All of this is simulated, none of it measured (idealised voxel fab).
Process module name: voxel gate over fins
Cross-sectional view cut (width: 295 nm; square cell size: 5 nm).
Think of the cross-section as a grid of square cells. We describe it in bands, top to bottom, and each band covers one or more rows of those cells. What a band's entry tells you: where the top is and where the bottom is, as heights in nm, and after that what lies inside, material by material from left to right, each with its width in nm. Empty space is written as the word "air", and a single material marked with the word "edge to edge" occupies the band from edge to edge. A quick word on heights: they are counted from 0, and under that level the wafer as it came to us is one material throughout. The lowest band is different from the rest in having no bottom; it simply continues downward, written as in "0 down". The notation "30..40" denotes a width that varies across the rows of cells in the band, beginning at the first number in the top row, finishing at the second number in the bottom row, and changing by an identical amount from each row to the next. A step reported as "remains unaltered" is a step in which no cell of the cross-section changed. "Enclosed void catalog" contains a list of empty spaces, each no smaller than 8 cells and without an open way to the top, written in the form width x height at distance with the distance from the left edge and all three in nm. Step line, after settings: the simulator's comment on this step. A step's line can hold "overlay nm"; with a mask on that step, the setting says how far right of the planned place the mask lay, while a negative setting says it lay to the left.
[The planned process steps are enumerated hereunder]
- 1: RECEIVE with material Si
- 2: CONFORMAL_DEP with material SiN, thk nm 5
- 3: MASKED_ETCH with tone cover, mask id FINS, width nm 15, pitch nm 40, etch materials SiN, depth nm 5, overlay nm 0
- 4: MASKED_ETCH with tone cover, mask id FINS, width nm 15, pitch nm 40, etch materials Si, depth nm 30, overlay nm 0
- 5: FILL_DEP with material SiO2, thk nm 5
- 6: CMP with height nm 5
- 7: SELECTIVE_ETCH with etch materials SiO2, depth nm 20
- 8: STRIP with etch materials SiN
- 9: CONFORMAL_DEP with material HfO2, thk nm 5
- 10: CONFORMAL_DEP with material TiN, thk nm 5
- 11: CONFORMAL_DEP with material TiAl, thk nm 5
- 12: CONFORMAL_DEP with material TiN, thk nm 5
- 13: FILL_DEP with material W, thk nm 15
- 14: CMP with height nm 30
- 15: CONFORMAL_DEP with material SiN, thk nm 5
[The first of two wafers, run as planned]
[As-received state of the wafer in cross-section, equivalent to post-step 1]
0 down: Si edge to edge
Enclosed void catalog: none
[So this is the wafer cross-section right after step 2]
5 to 0: SiN edge to edge
Anything lower than 0 is untouched.
[So this is the wafer cross-section right after step 3]
5 to 0: 80 nm air  15 nm SiN  25 nm air  15 nm SiN  25 nm air  15 nm SiN  25 nm air  15 nm SiN  80 nm air
Anything lower than 0 is untouched.
[So this is the wafer cross-section right after step 4]
5 to 0: 80 nm air  15 nm SiN  25 nm air  15 nm SiN  25 nm air  15 nm SiN  25 nm air  15 nm SiN  80 nm air
0 to -30: 80 nm air  15 nm Si  25 nm air  15 nm Si  25 nm air  15 nm Si  25 nm air  15 nm Si  80 nm air
Anything lower than -30 is untouched.
[So this is the wafer cross-section right after step 5]
10 to 5: SiO2 edge to edge
5 to 0: 80 nm SiO2  15 nm SiN  25 nm SiO2  15 nm SiN  25 nm SiO2  15 nm SiN  25 nm SiO2  15 nm SiN  80 nm SiO2
0 to -30: 80 nm SiO2  15 nm Si  25 nm SiO2  15 nm Si  25 nm SiO2  15 nm Si  25 nm SiO2  15 nm Si  80 nm SiO2
Anything lower than -30 is untouched.
[So this is the wafer cross-section right after step 6]
5 to 0: 80 nm SiO2  15 nm SiN  25 nm SiO2  15 nm SiN  25 nm SiO2  15 nm SiN  25 nm SiO2  15 nm SiN  80 nm SiO2
Anything lower than 0 is untouched.
[So this is the wafer cross-section right after step 7]
5 to 0: 80 nm air  15 nm SiN  25 nm air  15 nm SiN  25 nm air  15 nm SiN  25 nm air  15 nm SiN  80 nm air
0 to -15: 80 nm air  15 nm Si  25 nm air  15 nm Si  25 nm air  15 nm Si  25 nm air  15 nm Si  80 nm air
Anything lower than -15 is untouched.
[So this is the wafer cross-section right after step 8]
0 to -15: 80 nm air  15 nm Si  25 nm air  15 nm Si  25 nm air  15 nm Si  25 nm air  15 nm Si  80 nm air
Anything lower than -15 is untouched.
[So this is the wafer cross-section right after step 9]
5 to 0: 75 nm air  25 nm HfO2  15 nm air  25 nm HfO2  15 nm air  25 nm HfO2  15 nm air  25 nm HfO2  75 nm air
0 to -10: 75 nm air  5 nm HfO2  15 nm Si  5 nm HfO2  15 nm air  5 nm HfO2  15 nm Si  5 nm HfO2  15 nm air  5 nm HfO2  15 nm Si  5 nm HfO2  15 nm air  5 nm HfO2  15 nm Si  5 nm HfO2  75 nm air
-10 to -15: 80 nm HfO2  15 nm Si  25 nm HfO2  15 nm Si  25 nm HfO2  15 nm Si  25 nm HfO2  15 nm Si  80 nm HfO2
Anything lower than -15 is untouched.
[So this is the wafer cross-section right after step 10]
10 to 5: 70 nm air  35 nm TiN  5 nm air  35 nm TiN  5 nm air  35 nm TiN  5 nm air  35 nm TiN  70 nm air
5 to 0: 70 nm air  5 nm TiN  25 nm HfO2  5 nm TiN  5 nm air  5 nm TiN  25 nm HfO2  5 nm TiN  5 nm air  5 nm TiN  25 nm HfO2  5 nm TiN  5 nm air  5 nm TiN  25 nm HfO2  5 nm TiN  70 nm air
0 to -5: 70 nm air  5 nm TiN  5 nm HfO2  15 nm Si  5 nm HfO2  5 nm TiN  5 nm air  5 nm TiN  5 nm HfO2  15 nm Si  5 nm HfO2  5 nm TiN  5 nm air  5 nm TiN  5 nm HfO2  15 nm Si  5 nm HfO2  5 nm TiN  5 nm air  5 nm TiN  5 nm HfO2  15 nm Si  5 nm HfO2  5 nm TiN  70 nm air
-5 to -10: 75 nm TiN  5 nm HfO2  15 nm Si  5 nm HfO2  15 nm TiN  5 nm HfO2  15 nm Si  5 nm HfO2  15 nm TiN  5 nm HfO2  15 nm Si  5 nm HfO2  15 nm TiN  5 nm HfO2  15 nm Si  5 nm HfO2  75 nm TiN
Anything lower than -10 is untouched.
[So this is the wafer cross-section right after step 11]
15 to 10: 65 nm air  165 nm TiAl  65 nm air
10 to 5: 65 nm air  5 nm TiAl  35 nm TiN  5 nm TiAl  35 nm TiN  5 nm TiAl  35 nm TiN  5 nm TiAl  35 nm TiN  5 nm TiAl  65 nm air
5 to 0: 65 nm air  5 nm TiAl  5 nm TiN  25 nm HfO2  5 nm TiN  5 nm TiAl  5 nm TiN  25 nm HfO2  5 nm TiN  5 nm TiAl  5 nm TiN  25 nm HfO2  5 nm TiN  5 nm TiAl  5 nm TiN  25 nm HfO2  5 nm TiN  5 nm TiAl  65 nm air
0 to -5: 70 nm TiAl  5 nm TiN  5 nm HfO2  15 nm Si  5 nm HfO2  5 nm TiN  5 nm TiAl  5 nm TiN  5 nm HfO2  15 nm Si  5 nm HfO2  5 nm TiN  5 nm TiAl  5 nm TiN  5 nm HfO2  15 nm Si  5 nm HfO2  5 nm TiN  5 nm TiAl  5 nm TiN  5 nm HfO2  15 nm Si  5 nm HfO2  5 nm TiN  70 nm TiAl
Anything lower than -5 is untouched.
[So this is the wafer cross-section right after step 12]
20 to 15: 60 nm air  175 nm TiN  60 nm air
15 to 10: 60 nm air  5 nm TiN  165 nm TiAl  5 nm TiN  60 nm air
10 to 5: 60 nm air  5 nm TiN  5 nm TiAl  35 nm TiN  5 nm TiAl  35 nm TiN  5 nm TiAl  35 nm TiN  5 nm TiAl  35 nm TiN  5 nm TiAl  5 nm TiN  60 nm air
5 to 0: 65 nm TiN  5 nm TiAl  5 nm TiN  25 nm HfO2  5 nm TiN  5 nm TiAl  5 nm TiN  25 nm HfO2  5 nm TiN  5 nm TiAl  5 nm TiN  25 nm HfO2  5 nm TiN  5 nm TiAl  5 nm TiN  25 nm HfO2  5 nm TiN  5 nm TiAl  65 nm TiN
Anything lower than 0 is untouched.
[So this is the wafer cross-section right after step 13]
35 to 20: W edge to edge
20 to 15: 60 nm W  175 nm TiN  60 nm W
15 to 10: 60 nm W  5 nm TiN  165 nm TiAl  5 nm TiN  60 nm W
10 to 5: 60 nm W  5 nm TiN  5 nm TiAl  35 nm TiN  5 nm TiAl  35 nm TiN  5 nm TiAl  35 nm TiN  5 nm TiAl  35 nm TiN  5 nm TiAl  5 nm TiN  60 nm W
Anything lower than 5 is untouched.
[So this is the wafer cross-section right after step 14]
30 to 20: W edge to edge
Anything lower than 20 is untouched.
[So this is the wafer cross-section right after step 15]
35 to 30: SiN edge to edge
Anything lower than 30 is untouched.
[The second wafer began exactly as the first did and followed the same plan, but one mistake was made while running it; through step 3 inclusive, the two wafers are identical]
[Second wafer, cross-section, planned end of step 4]
5 to 0: 80 nm air  15 nm SiN  25 nm air  15 nm SiN  25 nm air  15 nm SiN  25 nm air  15 nm SiN  80 nm air
0 to -60: 80 nm air  15 nm Si  25 nm air  15 nm Si  25 nm air  15 nm Si  25 nm air  15 nm Si  80 nm air
Anything lower than -60 is untouched.
[Second wafer, cross-section, planned end of step 5]
10 to 5: SiO2 edge to edge
5 to 0: 80 nm SiO2  15 nm SiN  25 nm SiO2  15 nm SiN  25 nm SiO2  15 nm SiN  25 nm SiO2  15 nm SiN  80 nm SiO2
0 to -60: 80 nm SiO2  15 nm Si  25 nm SiO2  15 nm Si  25 nm SiO2  15 nm Si  25 nm SiO2  15 nm Si  80 nm SiO2
Anything lower than -60 is untouched.
[Second wafer, cross-section, planned end of step 6]
5 to 0: 80 nm SiO2  15 nm SiN  25 nm SiO2  15 nm SiN  25 nm SiO2  15 nm SiN  25 nm SiO2  15 nm SiN  80 nm SiO2
Anything lower than 0 is untouched.
[Second wafer, cross-section, planned end of step 7]
5 to 0: 80 nm air  15 nm SiN  25 nm air  15 nm SiN  25 nm air  15 nm SiN  25 nm air  15 nm SiN  80 nm air
0 to -15: 80 nm air  15 nm Si  25 nm air  15 nm Si  25 nm air  15 nm Si  25 nm air  15 nm Si  80 nm air
Anything lower than -15 is untouched.
[Second wafer, cross-section, planned end of step 8]
0 to -15: 80 nm air  15 nm Si  25 nm air  15 nm Si  25 nm air  15 nm Si  25 nm air  15 nm Si  80 nm air
Anything lower than -15 is untouched.
[Second wafer, cross-section, planned end of step 9]
5 to 0: 75 nm air  25 nm HfO2  15 nm air  25 nm HfO2  15 nm air  25 nm HfO2  15 nm air  25 nm HfO2  75 nm air
0 to -10: 75 nm air  5 nm HfO2  15 nm Si  5 nm HfO2  15 nm air  5 nm HfO2  15 nm Si  5 nm HfO2  15 nm air  5 nm HfO2  15 nm Si  5 nm HfO2  15 nm air  5 nm HfO2  15 nm Si  5 nm HfO2  75 nm air
-10 to -15: 80 nm HfO2  15 nm Si  25 nm HfO2  15 nm Si  25 nm HfO2  15 nm Si  25 nm HfO2  15 nm Si  80 nm HfO2
Anything lower than -15 is untouched.
[Second wafer, cross-section, planned end of step 10]
10 to 5: 70 nm air  35 nm TiN  5 nm air  35 nm TiN  5 nm air  35 nm TiN  5 nm air  35 nm TiN  70 nm air
5 to 0: 70 nm air  5 nm TiN  25 nm HfO2  5 nm TiN  5 nm air  5 nm TiN  25 nm HfO2  5 nm TiN  5 nm air  5 nm TiN  25 nm HfO2  5 nm TiN  5 nm air  5 nm TiN  25 nm HfO2  5 nm TiN  70 nm air
0 to -5: 70 nm air  5 nm TiN  5 nm HfO2  15 nm Si  5 nm HfO2  5 nm TiN  5 nm air  5 nm TiN  5 nm HfO2  15 nm Si  5 nm HfO2  5 nm TiN  5 nm air  5 nm TiN  5 nm HfO2  15 nm Si  5 nm HfO2  5 nm TiN  5 nm air  5 nm TiN  5 nm HfO2  15 nm Si  5 nm HfO2  5 nm TiN  70 nm air
-5 to -10: 75 nm TiN  5 nm HfO2  15 nm Si  5 nm HfO2  15 nm TiN  5 nm HfO2  15 nm Si  5 nm HfO2  15 nm TiN  5 nm HfO2  15 nm Si  5 nm HfO2  15 nm TiN  5 nm HfO2  15 nm Si  5 nm HfO2  75 nm TiN
Anything lower than -10 is untouched.
[Second wafer, cross-section, planned end of step 11]
15 to 10: 65 nm air  165 nm TiAl  65 nm air
10 to 5: 65 nm air  5 nm TiAl  35 nm TiN  5 nm TiAl  35 nm TiN  5 nm TiAl  35 nm TiN  5 nm TiAl  35 nm TiN  5 nm TiAl  65 nm air
5 to 0: 65 nm air  5 nm TiAl  5 nm TiN  25 nm HfO2  5 nm TiN  5 nm TiAl  5 nm TiN  25 nm HfO2  5 nm TiN  5 nm TiAl  5 nm TiN  25 nm HfO2  5 nm TiN  5 nm TiAl  5 nm TiN  25 nm HfO2  5 nm TiN  5 nm TiAl  65 nm air
0 to -5: 70 nm TiAl  5 nm TiN  5 nm HfO2  15 nm Si  5 nm HfO2  5 nm TiN  5 nm TiAl  5 nm TiN  5 nm HfO2  15 nm Si  5 nm HfO2  5 nm TiN  5 nm TiAl  5 nm TiN  5 nm HfO2  15 nm Si  5 nm HfO2  5 nm TiN  5 nm TiAl  5 nm TiN  5 nm HfO2  15 nm Si  5 nm HfO2  5 nm TiN  70 nm TiAl
Anything lower than -5 is untouched.
[Second wafer, cross-section, planned end of step 12]
20 to 15: 60 nm air  175 nm TiN  60 nm air
15 to 10: 60 nm air  5 nm TiN  165 nm TiAl  5 nm TiN  60 nm air
10 to 5: 60 nm air  5 nm TiN  5 nm TiAl  35 nm TiN  5 nm TiAl  35 nm TiN  5 nm TiAl  35 nm TiN  5 nm TiAl  35 nm TiN  5 nm TiAl  5 nm TiN  60 nm air
5 to 0: 65 nm TiN  5 nm TiAl  5 nm TiN  25 nm HfO2  5 nm TiN  5 nm TiAl  5 nm TiN  25 nm HfO2  5 nm TiN  5 nm TiAl  5 nm TiN  25 nm HfO2  5 nm TiN  5 nm TiAl  5 nm TiN  25 nm HfO2  5 nm TiN  5 nm TiAl  65 nm TiN
Anything lower than 0 is untouched.
[Second wafer, cross-section, planned end of step 13]
35 to 20: W edge to edge
20 to 15: 60 nm W  175 nm TiN  60 nm W
15 to 10: 60 nm W  5 nm TiN  165 nm TiAl  5 nm TiN  60 nm W
10 to 5: 60 nm W  5 nm TiN  5 nm TiAl  35 nm TiN  5 nm TiAl  35 nm TiN  5 nm TiAl  35 nm TiN  5 nm TiAl  35 nm TiN  5 nm TiAl  5 nm TiN  60 nm W
Anything lower than 5 is untouched.
[Second wafer, cross-section, planned end of step 14]
30 to 20: W edge to edge
Anything lower than 20 is untouched.
[Second wafer, cross-section, planned end of step 15]
35 to 30: SiN edge to edge
Anything lower than 30 is untouched.
Want to know what went wrong? regarding the plan, step 4 was run twice
Count the cells at the end and the second wafer has more or fewer of some materials than the first: -282 Si | +282 SiO2
